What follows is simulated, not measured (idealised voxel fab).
Title: Process Module voxel wiring stack
Section cut is 260 nm wide and gridded with 5 nm square cells.
Throughout this document, each cross-section is represented as a grid of square cells and is presented as a sequence of bands enumerated from the top downward, where a band comprises one or more rows of cells. Within each band entry, the heights of the top and of the bottom of the band appear first, in that order and in nm; the materials of the band then follow from left to right, each with its corresponding width in nm. The designation "edge to edge" on a single material indicates that it fills the band from edge to edge; the designation "air" indicates empty space. All heights in this document are referenced to 0, defined as the level beneath which the wafer, as received, consists entirely of one material. The lowest band is not bounded below; it extends indefinitely downward and is written in the form "0 and below". A two-number width, for instance "30 to 40", indicates that the width is equal to the first number in the top row of the band and to the second number in the bottom row, and that it changes by a constant amount per row of cells. Reading "nothing was modified" for a step: not a cell of the cross-section changed in it. The label "closed voids" introduces a list of the empty spaces, 8 cells or larger, that have no open way up to the top; each entry in it reads width x height at distance, where the distance is taken from the left edge and all three are stated in nm. Whatever follows a step's settings on its line is a remark the simulator itself makes about that step. "overlay nm" answers the question of how far to the right of plan the mask lay on a step that has a mask, and when it is negative the answer is to the left. In what follows, pairs of cross-sections are presented, each taken before and after one process step, with the after cross-section shown only down to the lowest band that was altered; the step, together with its settings, is stated below the pair. The pairs may stem from different runs of this module on the same starting wafer; accordingly, a pair should be taken as continuing from the one above it solely where its entry headed "Incoming profile" indicates as much.
### Incoming profile
    0 and below  Si edge to edge
    closed voids: none
### Cross-Section After Step
    15 down to 0  SiO2 edge to edge
    Lower than 0, everything is as it was.
    closed voids: none
The structure goes from the before cross-section above to the after cross-section through CONFORMAL_DEP [material SiO2] [thk nm 15]
Incoming profile: Please consult the pair immediately above; the cross-section it shows after its step is the state before this step.
### Cross-Section After Step
    20 down to 15  TiN edge to edge
    Lower than 15, everything is as it was.
    closed voids: none
The structure goes from the before cross-section above to the after cross-section through DIRECTIONAL_DEP [material TiN] [thk nm 5]
Incoming profile: Please consult the pair immediately above; the cross-section it shows after its step is the state before this step.
### Cross-Section After Step
    35 down to 20  W edge to edge
    Lower than 20, everything is as it was.
    closed voids: none
The structure goes from the before cross-section above to the after cross-section through DIRECTIONAL_DEP [material W] [thk nm 15]
Incoming profile: Please consult the pair immediately above; the cross-section it shows after its step is the state before this step.
### Cross-Section After Step
    45 down to 35  aC edge to edge
    Lower than 35, everything is as it was.
    closed voids: none
The structure goes from the before cross-section above to the after cross-section through DIRECTIONAL_DEP [material aC] [thk nm 10]
Incoming profile: Please consult the pair immediately above; the cross-section it shows after its step is the state before this step.
### Cross-Section After Step
    70 down to 45  air 70, resist 20, air 30, resist 20, air 30, resist 20, air 70
    Lower than 45, everything is as it was.
    closed voids: none
The structure goes from the before cross-section above to the after cross-section through PATTERN [tone cover] [mask id METAL_1] [material resist] [width nm 20] [pitch nm 50] [thk nm 25] [overlay nm 0]
Incoming profile: Please consult the pair immediately above; the cross-section it shows after its step is the state before this step.
### Cross-Section After Step
    60 down to 45  air 70, resist 20, air 30, resist 20, air 30, resist 20, air 70
    45 down to 35  air 70, aC 20, air 30, aC 20, air 30, aC 20, air 70
    Lower than 35, everything is as it was.
    closed voids: none
The structure goes from the before cross-section above to the after cross-section through DIRECTIONAL_ETCH [etch materials aC] [depth nm 10]
Incoming profile: Please consult the pair immediately above; the cross-section it shows after its step is the state before this step.
### Cross-Section After Step
    45 down to 35  air 70, aC 20, air 30, aC 20, air 30, aC 20, air 70
    Lower than 35, everything is as it was.
    closed voids: none
The structure goes from the before cross-section above to the after cross-section through STRIP [etch materials resist]
Incoming profile: Please consult the pair immediately above; the cross-section it shows after its step is the state before this step.
### Cross-Section After Step
    45 down to 35  air 70, aC 20, air 30, aC 20, air 30, aC 20, air 70
    35 down to 20  air 70, W 20, air 30, W 20, air 30, W 20, air 70
    Lower than 20, everything is as it was.
    closed voids: none
The structure goes from the before cross-section above to the after cross-section through DIRECTIONAL_ETCH [etch materials W] [depth nm 15]
Incoming profile: Please consult the pair immediately above; the cross-section it shows after its step is the state before this step.
### Cross-Section After Step
    45 down to 35  air 70, aC 20, air 30, aC 20, air 30, aC 20, air 70
    35 down to 20  air 70, W 20, air 30, W 20, air 30, W 20, air 70
    20 down to 15  air 70, TiN 20, air 30, TiN 20, air 30, TiN 20, air 70
    Lower than 15, everything is as it was.
    closed voids: none
The structure goes from the before cross-section above to the after cross-section through DIRECTIONAL_ETCH [etch materials TiN] [depth nm 5]
Incoming profile: Please consult the pair immediately above; the cross-section it shows after its step is the state before this step.
### Cross-Section After Step
    35 down to 20  air 70, W 20, air 30, W 20, air 30, W 20, air 70
    Lower than 20, everything is as it was.
    closed voids: none
The structure goes from the before cross-section above to the after cross-section through STRIP [etch materials aC]
Incoming profile: Please consult the pair immediately above; the cross-section it shows after its step is the state before this step.
### Cross-Section After Step
    40 down to 35  SiO2 edge to edge
    35 down to 20  SiO2 70, W 20, SiO2 30, W 20, SiO2 30, W 20, SiO2 70
    20 down to 15  SiO2 70, TiN 20, SiO2 30, TiN 20, SiO2 30, TiN 20, SiO2 70
    Lower than 15, everything is as it was.
    closed voids: none
The structure goes from the before cross-section above to the after cross-section through FILL_DEP [material SiO2] [thk nm 5]
Incoming profile: Please consult the pair immediately above; the cross-section it shows after its step is the state before this step.
### Cross-Section After Step
    35 down to 20  SiO2 70, W 20, SiO2 30, W 20, SiO2 30, W 20, SiO2 70
    Lower than 20, everything is as it was.
    closed voids: none
The structure goes from the before cross-section above to the after cross-section through CMP [height nm 35]
Incoming profile: Please consult the pair immediately above; the cross-section it shows after its step is the state before this step.
### Cross-Section After Step
    40 down to 35  SiCN edge to edge
    Lower than 35, everything is as it was.
    closed voids: none
The structure goes from the before cross-section above to the after cross-section through CONFORMAL_DEP [material SiCN] [thk nm 5]
Incoming profile: Please consult the pair immediately above; the cross-section it shows after its step is the state before this step.
### Cross-Section After Step
    60 down to 40  SiO2 edge to edge
    Lower than 40, everything is as it was.
    closed voids: none
The structure goes from the before cross-section above to the after cross-section through DIRECTIONAL_DEP [material SiO2] [thk nm 20]
Incoming profile: Please consult the pair immediately above; the cross-section it shows after its step is the state before this step.
### Cross-Section After Step
    75 down to 60  resist 70, air 15, resist 35, air 15, resist 35, air 15, resist 75
    Lower than 60, everything is as it was.
    closed voids: none
The structure goes from the before cross-section above to the after cross-section through PATTERN [tone open] [mask id PLUG_1] [material resist] [width nm 15] [pitch nm 50] [thk nm 15] [overlay nm 0]
Incoming profile: Please consult the pair immediately above; the cross-section it shows after its step is the state before this step.
### Cross-Section After Step
    75 down to 60  resist 70, air 15, resist 35, air 15, resist 35, air 15, resist 75
    60 down to 40  SiO2 70, air 15, SiO2 35, air 15, SiO2 35, air 15, SiO2 75
    Lower than 40, everything is as it was.
    closed voids: none
The structure goes from the before cross-section above to the after cross-section through DIRECTIONAL_ETCH [etch materials SiO2] [depth nm 20]
Incoming profile: Please consult the pair immediately above; the cross-section it shows after its step is the state before this step.
### Cross-Section After Step
    75 down to 60  resist 70, air 15, resist 35, air 15, resist 35, air 15, resist 75
    60 down to 40  SiO2 70, air 15, SiO2 35, air 15, SiO2 35, air 15, SiO2 75
    40 down to 35  SiCN 70, air 15, SiCN 35, air 15, SiCN 35, air 15, SiCN 75
    Lower than 35, everything is as it was.
    closed voids: none
The structure goes from the before cross-section above to the after cross-section through DIRECTIONAL_ETCH [etch materials SiCN] [depth nm 5]
Incoming profile: Please consult the pair immediately above; the cross-section it shows after its step is the state before this step.
### Cross-Section After Step
    60 down to 40  SiO2 70, air 15, SiO2 35, air 15, SiO2 35, air 15, SiO2 75
    Lower than 40, everything is as it was.
    closed voids: none
The structure goes from the before cross-section above to the after cross-section through STRIP [etch materials resist]
Incoming profile: Please consult the pair immediately above; the cross-section it shows after its step is the state before this step.
### Cross-Section After Step
    65 down to 60  TiN 75, air 5, TiN 45, air 5, TiN 45, air 5, TiN 80
    60 down to 40  SiO2 70, TiN 5, air 5, TiN 5, SiO2 35, TiN 5, air 5, TiN 5, SiO2 35, TiN 5, air 5, TiN 5, SiO2 75
    40 down to 35  SiCN 70, TiN 15, SiCN 35, TiN 15, SiCN 35, TiN 15, SiCN 75
    Lower than 35, everything is as it was.
    closed voids: none
The structure goes from the before cross-section above to the after cross-section through CONFORMAL_DEP [material TiN] [thk nm 5]
Incoming profile: Please consult the pair immediately above; the cross-section it shows after its step is the state before this step.
### Cross-Section After Step
    75 down to 65  Cu edge to edge
    65 down to 60  TiN 75, Cu 5, TiN 45, Cu 5, TiN 45, Cu 5, TiN 80
    60 down to 40  SiO2 70, TiN 5, Cu 5, TiN 5, SiO2 35, TiN 5, Cu 5, TiN 5, SiO2 35, TiN 5, Cu 5, TiN 5, SiO2 75
    Lower than 40, everything is as it was.
    closed voids: none
The structure goes from the before cross-section above to the after cross-section through FILL_DEP [material Cu] [thk nm 10]
Incoming profile: Please consult the pair immediately above; the cross-section it shows after its step is the state before this step.
### Cross-Section After Step
    60 down to 40  SiO2 70, TiN 5, Cu 5, TiN 5, SiO2 35, TiN 5, Cu 5, TiN 5, SiO2 35, TiN 5, Cu 5, TiN 5, SiO2 75
    Lower than 40, everything is as it was.
    closed voids: none
The structure goes from the before cross-section above to the after cross-section through CMP [height nm 60]
Incoming profile: Please consult the pair immediately above; the cross-section it shows after its step is the state before this step.
### Cross-Section After Step
    65 down to 60  SiN edge to edge
    Lower than 60, everything is as it was.
    closed voids: none
The structure goes from the before cross-section above to the after cross-section through CONFORMAL_DEP [material SiN] [thk nm 5]
Incoming profile: Please consult the pair immediately above; the cross-section it shows after its step is the state before this step.
### Cross-Section After Step
    90 down to 65  lowk edge to edge
    Lower than 65, everything is as it was.
    closed voids: none
The structure goes from the before cross-section above to the after cross-section through DIRECTIONAL_DEP [material lowk] [thk nm 25]
Incoming profile: Please consult the pair immediately above; the cross-section it shows after its step is the state before this step.
### Cross-Section After Step
    105 down to 90  aC edge to edge
    Lower than 90, everything is as it was.
    closed voids: none
The structure goes from the before cross-section above to the after cross-section through DIRECTIONAL_DEP [material aC] [thk nm 15]
Incoming profile: Please consult the pair immediately above; the cross-section it shows after its step is the state before this step.
### Cross-Section After Step
    140 down to 105  resist 70, air 20, resist 30, air 20, resist 30, air 20, resist 70
    Lower than 105, everything is as it was.
    closed voids: none
The structure goes from the before cross-section above to the after cross-section through PATTERN [tone open] [mask id METAL_2] [material resist] [width nm 20] [pitch nm 50] [thk nm 35] [overlay nm 0]
Incoming profile: Please consult the pair immediately above; the cross-section it shows after its step is the state before this step.
### Cross-Section After Step
    125 down to 105  resist 70, air 20, resist 30, air 20, resist 30, air 20, resist 70
    105 down to 90  aC 70, air 20, aC 30, air 20, aC 30, air 20, aC 70
    Lower than 90, everything is as it was.
    closed voids: none
The structure goes from the before cross-section above to the after cross-section through DIRECTIONAL_ETCH [etch materials aC] [depth nm 15]
Incoming profile: Please consult the pair immediately above; the cross-section it shows after its step is the state before this step.
### Cross-Section After Step
    105 down to 90  aC 70, air 20, aC 30, air 20, aC 30, air 20, aC 70
    Lower than 90, everything is as it was.
    closed voids: none
The structure goes from the before cross-section above to the after cross-section through STRIP [etch materials resist]
Incoming profile: Please consult the pair immediately above; the cross-section it shows after its step is the state before this step.
### Cross-Section After Step
    105 down to 90  aC 70, air 20, aC 30, air 20, aC 30, air 20, aC 70
    90 down to 65  lowk 70, air 20, lowk 30, air 20, lowk 30, air 20, lowk 70
    Lower than 65, everything is as it was.
    closed voids: none
The structure goes from the before cross-section above to the after cross-section through DIRECTIONAL_ETCH [etch materials lowk] [depth nm 25]
Incoming profile: Please consult the pair immediately above; the cross-section it shows after its step is the state before this step.
### Cross-Section After Step
    105 down to 90  aC 70, air 20, aC 30, air 20, aC 30, air 20, aC 70
    90 down to 65  lowk 70, air 20, lowk 30, air 20, lowk 30, air 20, lowk 70
    65 down to 60  SiN 70, air 20, SiN 30, air 20, SiN 30, air 20, SiN 70
    Lower than 60, everything is as it was.
    closed voids: none
The structure goes from the before cross-section above to the after cross-section through DIRECTIONAL_ETCH [etch materials SiN] [depth nm 5]
Incoming profile: Please consult the pair immediately above; the cross-section it shows after its step is the state before this step.
### Cross-Section After Step
    90 down to 65  lowk 70, air 20, lowk 30, air 20, lowk 30, air 20, lowk 70
    Lower than 65, everything is as it was.
    closed voids: none
The structure goes from the before cross-section above to the after cross-section through STRIP [etch materials aC]
Incoming profile: Please consult the pair immediately above; the cross-section it shows after its step is the state before this step.
### Cross-Section After Step
    95 down to 90  TiN 75, air 10, TiN 40, air 10, TiN 40, air 10, TiN 75
    90 down to 65  lowk 70, TiN 5, air 10, TiN 5, lowk 30, TiN 5, air 10, TiN 5, lowk 30, TiN 5, air 10, TiN 5, lowk 70
    65 down to 60  SiN 70, TiN 20, SiN 30, TiN 20, SiN 30, TiN 20, SiN 70
    Lower than 60, everything is as it was.
    closed voids: none
The structure goes from the before cross-section above to the after cross-section through CONFORMAL_DEP [material TiN] [thk nm 5]
Incoming profile: Please consult the pair immediately above; the cross-section it shows after its step is the state before this step.
### Cross-Section After Step
    105 down to 95  W edge to edge
    95 down to 90  TiN 75, W 10, TiN 40, W 10, TiN 40, W 10, TiN 75
    90 down to 65  lowk 70, TiN 5, W 10, TiN 5, lowk 30, TiN 5, W 10, TiN 5, lowk 30, TiN 5, W 10, TiN 5, lowk 70
    Lower than 65, everything is as it was.
    closed voids: none
The structure goes from the before cross-section above to the after cross-section through FILL_DEP [material W] [thk nm 10]
Incoming profile: Please consult the pair immediately above; the cross-section it shows after its step is the state before this step.
### Cross-Section After Step
    90 down to 65  lowk 70, TiN 5, W 10, TiN 5, lowk 30, TiN 5, W 10, TiN 5, lowk 30, TiN 5, W 10, TiN 5, lowk 70
    Lower than 65, everything is as it was.
    closed voids: none
The structure goes from the before cross-section above to the after cross-section through CMP [height nm 90]
Incoming profile: Please consult the pair immediately above; the cross-section it shows after its step is the state before this step.
### Cross-Section After Step
    95 down to 90  air 65, Ru 30, air 20, Ru 30, air 20, Ru 30, air 65
    Lower than 90, everything is as it was.
    closed voids: none
The structure goes from the before cross-section above to the after cross-section through EPI [material Ru] [thk nm 5]
Incoming profile: Please consult the pair immediately above; the cross-section it shows after its step is the state before this step.
### Cross-Section After Step
    100 down to 95  SiCN edge to edge
    95 down to 90  SiCN 65, Ru 30, SiCN 20, Ru 30, SiCN 20, Ru 30, SiCN 65
    Lower than 90, everything is as it was.
    closed voids: none
The structure goes from the before cross-section above to the after cross-section through FILL_DEP [material SiCN] [thk nm 5]
Incoming profile: Please consult the pair immediately above; the cross-section it shows after its step is the state before this step.
### Cross-Section After Step
    135 down to 100  lowk edge to edge
    Lower than 100, everything is as it was.
    closed voids: none
The structure goes from the before cross-section above to the after cross-section through DIRECTIONAL_DEP [material lowk] [thk nm 35]
Incoming profile: Please consult the pair immediately above; the cross-section it shows after its step is the state before this step.
### Cross-Section After Step
    150 down to 135  aC edge to edge
    Lower than 135, everything is as it was.
    closed voids: none
The structure goes from the before cross-section above to the after cross-section through DIRECTIONAL_DEP [material aC] [thk nm 15]
Incoming profile: Please consult the pair immediately above; the cross-section it shows after its step is the state before this step.
### Cross-Section After Step
    185 down to 150  resist 70, air 20, resist 30, air 20, resist 30, air 20, resist 70
    Lower than 150, everything is as it was.
    closed voids: none
The structure goes from the before cross-section above to the after cross-section through PATTERN [tone open] [mask id METAL_3] [material resist] [width nm 20] [pitch nm 50] [thk nm 35] [overlay nm 0]
Incoming profile: Please consult the pair immediately above; the cross-section it shows after its step is the state before this step.
### Cross-Section After Step
    170 down to 150  resist 70, air 20, resist 30, air 20, resist 30, air 20, resist 70
    150 down to 135  aC 70, air 20, aC 30, air 20, aC 30, air 20, aC 70
    Lower than 135, everything is as it was.
    closed voids: none
The structure goes from the before cross-section above to the after cross-section through DIRECTIONAL_ETCH [etch materials aC] [depth nm 15]
Incoming profile: Please consult the pair immediately above; the cross-section it shows after its step is the state before this step.
### Cross-Section After Step
    150 down to 135  aC 70, air 20, aC 30, air 20, aC 30, air 20, aC 70
    Lower than 135, everything is as it was.
    closed voids: none
The structure goes from the before cross-section above to the after cross-section through STRIP [etch materials resist]
Incoming profile: Please consult the pair immediately above; the cross-section it shows after its step is the state before this step.
### Cross-Section After Step
    150 down to 135  aC 70, air 20, aC 30, air 20, aC 30, air 20, aC 70
    135 down to 115  lowk 70, air 20, lowk 30, air 20, lowk 30, air 20, lowk 70
    Lower than 115, everything is as it was.
    closed voids: none
The structure goes from the before cross-section above to the after cross-section through DIRECTIONAL_ETCH [etch materials lowk] [depth nm 20]
Incoming profile: Please consult the pair immediately above; the cross-section it shows after its step is the state before this step.
### Cross-Section After Step
    135 down to 115  lowk 70, air 20, lowk 30, air 20, lowk 30, air 20, lowk 70
    Lower than 115, everything is as it was.
    closed voids: none
The structure goes from the before cross-section above to the after cross-section through STRIP [etch materials aC]
Incoming profile: Please consult the pair immediately above; the cross-section it shows after its step is the state before this step.
### Cross-Section After Step
    145 down to 135  aC 70, air 20, aC 30, air 20, aC 30, air 20, aC 70
    135 down to 125  lowk 70, air 20, lowk 30, air 20, lowk 30, air 20, lowk 70
    125 down to 115  lowk 70, aC 20, lowk 30, aC 20, lowk 30, aC 20, lowk 70
    Lower than 115, everything is as it was.
    closed voids: none
The structure goes from the before cross-section above to the after cross-section through DIRECTIONAL_DEP [material aC] [thk nm 10]
Incoming profile: Please consult the pair immediately above; the cross-section it shows after its step is the state before this step.
### Cross-Section After Step
    175 down to 145  resist 70, air 15, resist 35, air 15, resist 35, air 15, resist 75
    145 down to 135  aC 70, air 15, resist 5, aC 30, air 15, resist 5, aC 30, air 15, resist 5, aC 70
    135 down to 125  lowk 70, air 15, resist 5, lowk 30, air 15, resist 5, lowk 30, air 15, resist 5, lowk 70
    Lower than 125, everything is as it was.
    closed voids: none
The structure goes from the before cross-section above to the after cross-section through PATTERN [tone open] [mask id METAL_3_HOLES] [material resist] [width nm 15] [pitch nm 50] [thk nm 30] [overlay nm 0]
Incoming profile: Please consult the pair immediately above; the cross-section it shows after its step is the state before this step.
### Cross-Section After Step
    165 down to 145  resist 70, air 15, resist 35, air 15, resist 35, air 15, resist 75
    145 down to 135  aC 70, air 15, resist 5, aC 30, air 15, resist 5, aC 30, air 15, resist 5, aC 70
    135 down to 125  lowk 70, air 15, resist 5, lowk 30, air 15, resist 5, lowk 30, air 15, resist 5, lowk 70
    125 down to 115  lowk 70, air 15, aC 5, lowk 30, air 15, aC 5, lowk 30, air 15, aC 5, lowk 70
    Lower than 115, everything is as it was.
    closed voids: none
The structure goes from the before cross-section above to the after cross-section through DIRECTIONAL_ETCH [etch materials aC] [depth nm 10]
Incoming profile: Please consult the pair immediately above; the cross-section it shows after its step is the state before this step.
### Cross-Section After Step
    145 down to 135  aC 70, air 20, aC 30, air 20, aC 30, air 20, aC 70
    135 down to 125  lowk 70, air 20, lowk 30, air 20, lowk 30, air 20, lowk 70
    Lower than 125, everything is as it was.
    closed voids: none
The structure goes from the before cross-section above to the after cross-section through STRIP [etch materials resist]
Incoming profile: Please consult the pair immediately above; the cross-section it shows after its step is the state before this step.
### Cross-Section After Step
    145 down to 135  aC 70, air 20, aC 30, air 20, aC 30, air 20, aC 70
    135 down to 125  lowk 70, air 20, lowk 30, air 20, lowk 30, air 20, lowk 70
    125 down to 115  lowk 70, air 15, aC 5, lowk 30, air 15, aC 5, lowk 30, air 15, aC 5, lowk 70
    115 down to 100  lowk 70, air 15, lowk 35, air 15, lowk 35, air 15, lowk 75
    Lower than 100, everything is as it was.
    closed voids: none
The structure goes from the before cross-section above to the after cross-section through DIRECTIONAL_ETCH [etch materials lowk] [depth nm 15]
Incoming profile: Please consult the pair immediately above; the cross-section it shows after its step is the state before this step.
### Cross-Section After Step
    145 down to 135  aC 70, air 20, aC 30, air 20, aC 30, air 20, aC 70
    135 down to 125  lowk 70, air 20, lowk 30, air 20, lowk 30, air 20, lowk 70
    125 down to 115  lowk 70, air 15, aC 5, lowk 30, air 15, aC 5, lowk 30, air 15, aC 5, lowk 70
    115 down to 100  lowk 70, air 15, lowk 35, air 15, lowk 35, air 15, lowk 75
    100 down to 95  SiCN 70, air 15, SiCN 35, air 15, SiCN 35, air 15, SiCN 75
    Lower than 95, everything is as it was.
    closed voids: none
The structure goes from the before cross-section above to the after cross-section through DIRECTIONAL_ETCH [etch materials SiCN] [depth nm 5]
Incoming profile: Please consult the pair immediately above; the cross-section it shows after its step is the state before this step.
### Cross-Section After Step
    135 down to 115  lowk 70, air 20, lowk 30, air 20, lowk 30, air 20, lowk 70
    Lower than 115, everything is as it was.
    closed voids: none
The structure goes from the before cross-section above to the after cross-section through STRIP [etch materials aC]
Incoming profile: Please consult the pair immediately above; the cross-section it shows after its step is the state before this step.
### Cross-Section After Step
    140 down to 135  TiN 75, air 10, TiN 40, air 10, TiN 40, air 10, TiN 75
    135 down to 120  lowk 70, TiN 5, air 10, TiN 5, lowk 30, TiN 5, air 10, TiN 5, lowk 30, TiN 5, air 10, TiN 5, lowk 70
    120 down to 115  lowk 70, TiN 5, air 5, TiN 10, lowk 30, TiN 5, air 5, TiN 10, lowk 30, TiN 5, air 5, TiN 10, lowk 70
    115 down to 100  lowk 70, TiN 5, air 5, TiN 5, lowk 35, TiN 5, air 5, TiN 5, lowk 35, TiN 5, air 5, TiN 5, lowk 75
    100 down to 95  SiCN 70, TiN 15, SiCN 35, TiN 15, SiCN 35, TiN 15, SiCN 75
    Lower than 95, everything is as it was.
    closed voids: none
The structure goes from the before cross-section above to the after cross-section through CONFORMAL_DEP [material TiN] [thk nm 5]
Incoming profile: Please consult the pair immediately above; the cross-section it shows after its step is the state before this step.
### Cross-Section After Step
    150 down to 140  Ru edge to edge
    140 down to 135  TiN 75, Ru 10, TiN 40, Ru 10, TiN 40, Ru 10, TiN 75
    135 down to 120  lowk 70, TiN 5, Ru 10, TiN 5, lowk 30, TiN 5, Ru 10, TiN 5, lowk 30, TiN 5, Ru 10, TiN 5, lowk 70
    120 down to 115  lowk 70, TiN 5, Ru 5, TiN 10, lowk 30, TiN 5, Ru 5, TiN 10, lowk 30, TiN 5, Ru 5, TiN 10, lowk 70
    115 down to 100  lowk 70, TiN 5, Ru 5, TiN 5, lowk 35, TiN 5, Ru 5, TiN 5, lowk 35, TiN 5, Ru 5, TiN 5, lowk 75
    Lower than 100, everything is as it was.
    closed voids: none
The structure goes from the before cross-section above to the after cross-section through FILL_DEP [material Ru] [thk nm 10]
Incoming profile: Please consult the pair immediately above; the cross-section it shows after its step is the state before this step.
### Cross-Section After Step
    135 down to 120  lowk 70, TiN 5, Ru 10, TiN 5, lowk 30, TiN 5, Ru 10, TiN 5, lowk 30, TiN 5, Ru 10, TiN 5, lowk 70
    Lower than 120, everything is as it was.
    closed voids: none
The structure goes from the before cross-section above to the after cross-section through CMP [height nm 135]
Incoming profile: Please consult the pair immediately above; the cross-section it shows after its step is the state before this step.
### Cross-Section After Step
    140 down to 135  SiCN edge to edge
    Lower than 135, everything is as it was.
    closed voids: none
The structure goes from the before cross-section above to the after cross-section through CONFORMAL_DEP [material SiCN] [thk nm 5]
Incoming profile: Please consult the pair immediately above; the cross-section it shows after its step is the state before this step.
### Cross-Section After Step
    165 down to 140  lowk edge to edge
    Lower than 140, everything is as it was.
    closed voids: none
The structure goes from the before cross-section above to the after cross-section through DIRECTIONAL_DEP [material lowk] [thk nm 25]
Incoming profile: Please consult the pair immediately above; the cross-section it shows after its step is the state before this step.
### Cross-Section After Step
    185 down to 165  resist 70, air 20, resist 30, air 20, resist 30, air 20, resist 70
    Lower than 165, everything is as it was.
    closed voids: none
The structure goes from the before cross-section above to the after cross-section through PATTERN [tone open] [mask id METAL_4] [material resist] [width nm 20] [pitch nm 50] [thk nm 20] [overlay nm 0]
Incoming profile: Please consult the pair immediately above; the cross-section it shows after its step is the state before this step.
### Cross-Section After Step
    185 down to 165  resist 70, air 20, resist 30, air 20, resist 30, air 20, resist 70
    165 down to 150  lowk 70, air 20, lowk 30, air 20, lowk 30, air 20, lowk 70
    Lower than 150, everything is as it was.
    closed voids: none
The structure goes from the before cross-section above to the after cross-section through DIRECTIONAL_ETCH [etch materials lowk] [depth nm 15]
Incoming profile: Please consult the pair immediately above; the cross-section it shows after its step is the state before this step.
### Cross-Section After Step
    165 down to 150  lowk 70, air 20, lowk 30, air 20, lowk 30, air 20, lowk 70
    Lower than 150, everything is as it was.
    closed voids: none
The structure goes from the before cross-section above to the after cross-section through STRIP [etch materials resist]
Incoming profile: Please consult the pair immediately above; the cross-section it shows after its step is the state before this step.
### Cross-Section After Step
    165 down to 150  lowk 70, air 20, lowk 30, air 20, lowk 30, air 20, lowk 70
    150 down to 140  lowk 70, air 15, lowk 35, air 15, lowk 35, air 15, lowk 75
    Lower than 140, everything is as it was.
    closed voids: none
The structure goes from the before cross-section above to the after cross-section through MASKED_ETCH [tone open] [mask id METAL_4_HOLES] [width nm 15] [pitch nm 50] [etch materials lowk] [depth nm 10] [overlay nm 0]
Incoming profile: Please consult the pair immediately above; the cross-section it shows after its step is the state before this step.
### Cross-Section After Step
    165 down to 150  lowk 70, air 20, lowk 30, air 20, lowk 30, air 20, lowk 70
    150 down to 140  lowk 70, air 15, lowk 35, air 15, lowk 35, air 15, lowk 75
    140 down to 135  SiCN 70, air 15, SiCN 35, air 15, SiCN 35, air 15, SiCN 75
    Lower than 135, everything is as it was.
    closed voids: none
The structure goes from the before cross-section above to the after cross-section through MASKED_ETCH [tone open] [mask id METAL_4_HOLES] [width nm 15] [pitch nm 50] [etch materials SiCN] [depth nm 5] [overlay nm 0]
Incoming profile: Please consult the pair immediately above; the cross-section it shows after its step is the state before this step.
### Cross-Section After Step
    170 down to 165  TiN 75, air 10, TiN 40, air 10, TiN 40, air 10, TiN 75
    165 down to 155  lowk 70, TiN 5, air 10, TiN 5, lowk 30, TiN 5, air 10, TiN 5, lowk 30, TiN 5, air 10, TiN 5, lowk 70
    155 down to 150  lowk 70, TiN 5, air 5, TiN 10, lowk 30, TiN 5, air 5, TiN 10, lowk 30, TiN 5, air 5, TiN 10, lowk 70
    150 down to 140  lowk 70, TiN 5, air 5, TiN 5, lowk 35, TiN 5, air 5, TiN 5, lowk 35, TiN 5, air 5, TiN 5, lowk 75
    140 down to 135  SiCN 70, TiN 15, SiCN 35, TiN 15, SiCN 35, TiN 15, SiCN 75
    Lower than 135, everything is as it was.
    closed voids: none
The structure goes from the before cross-section above to the after cross-section through CONFORMAL_DEP [material TiN] [thk nm 5]
Incoming profile: Please consult the pair immediately above; the cross-section it shows after its step is the state before this step.
### Cross-Section After Step
    180 down to 170  Cu edge to edge
    170 down to 165  TiN 75, Cu 10, TiN 40, Cu 10, TiN 40, Cu 10, TiN 75
    165 down to 155  lowk 70, TiN 5, Cu 10, TiN 5, lowk 30, TiN 5, Cu 10, TiN 5, lowk 30, TiN 5, Cu 10, TiN 5, lowk 70
    155 down to 150  lowk 70, TiN 5, Cu 5, TiN 10, lowk 30, TiN 5, Cu 5, TiN 10, lowk 30, TiN 5, Cu 5, TiN 10, lowk 70
    150 down to 140  lowk 70, TiN 5, Cu 5, TiN 5, lowk 35, TiN 5, Cu 5, TiN 5, lowk 35, TiN 5, Cu 5, TiN 5, lowk 75
    Lower than 140, everything is as it was.
    closed voids: none
The structure goes from the before cross-section above to the after cross-section through FILL_DEP [material Cu] [thk nm 10]
Incoming profile: Please consult the pair immediately above; the cross-section it shows after its step is the state before this step.
### Cross-Section After Step
    165 down to 155  lowk 70, TiN 5, Cu 10, TiN 5, lowk 30, TiN 5, Cu 10, TiN 5, lowk 30, TiN 5, Cu 10, TiN 5, lowk 70
    Lower than 155, everything is as it was.
    closed voids: none
The structure goes from the before cross-section above to the after cross-section through CMP [height nm 165]
Incoming profile: Please consult the pair immediately above; the cross-section it shows after its step is the state before this step.
### Cross-Section After Step
    170 down to 165  SiN edge to edge
    Lower than 165, everything is as it was.
    closed voids: none
The structure goes from the before cross-section above to the after cross-section through CONFORMAL_DEP [material SiN] [thk nm 5]
### Incoming profile
    95 down to 90  air 65, Ru 30, air 20, Ru 30, air 20, Ru 30, air 65
    90 down to 65  lowk 70, TiN 5, W 10, TiN 5, lowk 30, TiN 5, W 10, TiN 5, lowk 30, TiN 5, W 10, TiN 5, lowk 70
    65 down to 60  SiN 70, TiN 20, SiN 30, TiN 20, SiN 30, TiN 20, SiN 70
    60 down to 40  SiO2 70, TiN 5, Cu 5, TiN 5, SiO2 35, TiN 5, Cu 5, TiN 5, SiO2 35, TiN 5, Cu 5, TiN 5, SiO2 75
    40 down to 35  SiCN 70, TiN 15, SiCN 35, TiN 15, SiCN 35, TiN 15, SiCN 75
    35 down to 20  SiO2 70, W 20, SiO2 30, W 20, SiO2 30, W 20, SiO2 70
    20 down to 15  SiO2 70, TiN 20, SiO2 30, TiN 20, SiO2 30, TiN 20, SiO2 70
    15 down to 0  SiO2 edge to edge
    0 and below  Si edge to edge
    closed voids: none
### Cross-Section After Step
    130 down to 125  air 65, lowk 30, air 20, lowk 30, air 20, lowk 30, air 65
    125 down to 95  lowk edge to edge
    95 down to 90  lowk 65, Ru 30, lowk 20, Ru 30, lowk 20, Ru 30, lowk 65
    Lower than 90, everything is as it was.
    closed voids: none
The structure goes from the before cross-section above to the after cross-section through DIRECTIONAL_DEP [material lowk] [thk nm 35]
Incoming profile: Please consult the pair immediately above; the cross-section it shows after its step is the state before this step.
### Cross-Section After Step
    145 down to 140  air 65, aC 30, air 20, aC 30, air 20, aC 30, air 65
    140 down to 130  aC edge to edge
    130 down to 125  aC 65, lowk 30, aC 20, lowk 30, aC 20, lowk 30, aC 65
    Lower than 125, everything is as it was.
    closed voids: none
The structure goes from the before cross-section above to the after cross-section through DIRECTIONAL_DEP [material aC] [thk nm 15]
Incoming profile: Please consult the pair immediately above; the cross-section it shows after its step is the state before this step.
### Cross-Section After Step
    180 down to 145  resist 70, air 20, resist 30, air 20, resist 30, air 20, resist 70
    145 down to 140  resist 65, aC 30, resist 20, aC 30, resist 20, aC 30, resist 65
    Lower than 140, everything is as it was.
    closed voids: none
The structure goes from the before cross-section above to the after cross-section through PATTERN [tone open] [mask id METAL_3] [material resist] [width nm 20] [pitch nm 50] [thk nm 35] [overlay nm 0]
